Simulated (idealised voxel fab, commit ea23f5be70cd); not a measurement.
You're looking at the process module voxel self aligned contacts.
We display cut, a cross-section 185 nm in width whose square cells are each 5 nm.
Throughout this document, each cross-section is represented as a grid of square cells and is presented as a sequence of bands enumerated from the top downward, where a band comprises one or more rows of cells.
For a band, the entry starts with two heights in nm, that of the top and then that of the bottom, and carries on with the band's materials in order from left to right, each alongside its width in nm; the word "full width" beside a single material means it fills the band edge to edge, and "air" means empty space.
All heights in this document are referenced to 0, defined as the level beneath which the wafer, as received, consists entirely of one material. The lowest band is not bounded below; it extends indefinitely downward and is written in the form "z 0 and below".
Note: "30..40" means the width goes from the first number (top row of the band) to the second number (bottom row) in equal steps per row of cells.
"stayed the same" for a step: no cell of the cross-section changed in that step.
Heads up: "Closed void inventory" only lists the empty pockets with no open path to the top that are 8 cells or more, and it writes them as width x height at distance, distance from the left edge, in nm.
Note: text after step settings on the step line = simulator remark on that step.
Regarding "overlay nm": on a step with a mask, it is the distance the mask lay to the right of its planned place; a negative value places it to the left.
### The following list gives the planned process steps
step 1: op RECEIVE | material Si
step 2: op OXIDIZE | depth nm 5
step 3: op DIRECTIONAL_DEP | material polySi | thk nm 25
step 4: op DIRECTIONAL_DEP | material SiN | thk nm 25
step 5: op DIRECTIONAL_DEP | material aC | thk nm 10
step 6: op PATTERN | tone cover | mask id GATE | material resist | width nm 15 | pitch nm 65 | thk nm 30 | overlay nm 0
step 7: op DIRECTIONAL_ETCH | etch materials aC | depth nm 10
step 8: op STRIP | etch materials resist
step 9: op DIRECTIONAL_ETCH | etch materials SiN | depth nm 25
step 10: op DIRECTIONAL_ETCH | etch materials polySi | depth nm 25
step 11: op STRIP | etch materials aC
step 12: op CONFORMAL_DEP | material SiN | thk nm 10
step 13: op DIRECTIONAL_ETCH | etch materials SiN | depth nm 10
step 14: op FILL_DEP | material SiO2 | thk nm 20
step 15: op CMP | height nm 60
step 16: op MASKED_ETCH | tone open | mask id CONTACT | width nm 50 | pitch nm 65 | etch materials SiO2 | depth nm 65 | overlay nm 0
step 17: op CONFORMAL_DEP | material TiN | thk nm 5
step 18: op FILL_DEP | material W | thk nm 5
step 19: op CMP | height nm 60
step 20: op CONFORMAL_DEP | material SiCN | thk nm 5
Wafers differ in width nm at step 6; plan lists the first wafer's value; identical starting state.
### After step 1, as received: first of several wafers, cross-section
> z 0 and below  Si full width
> Closed void inventory: none
### Per wafer (row), end of module: delta in cells per material since receipt, (+) for gained, (-) for lost; closed voids after that
width nm 15; -37 Si; +37 SiCN; +165 SiN; +99 SiO2; +68 TiN; +104 W; +45 polySi; Closed void inventory: none
width nm 20; -37 Si; +37 SiCN; +180 SiN; +91 SiO2; +68 TiN; +82 W; +60 polySi; Closed void inventory: none
width nm 25; -37 Si; +37 SiCN; +195 SiN; +83 SiO2; +68 TiN; +60 W; +75 polySi; Closed void inventory: none
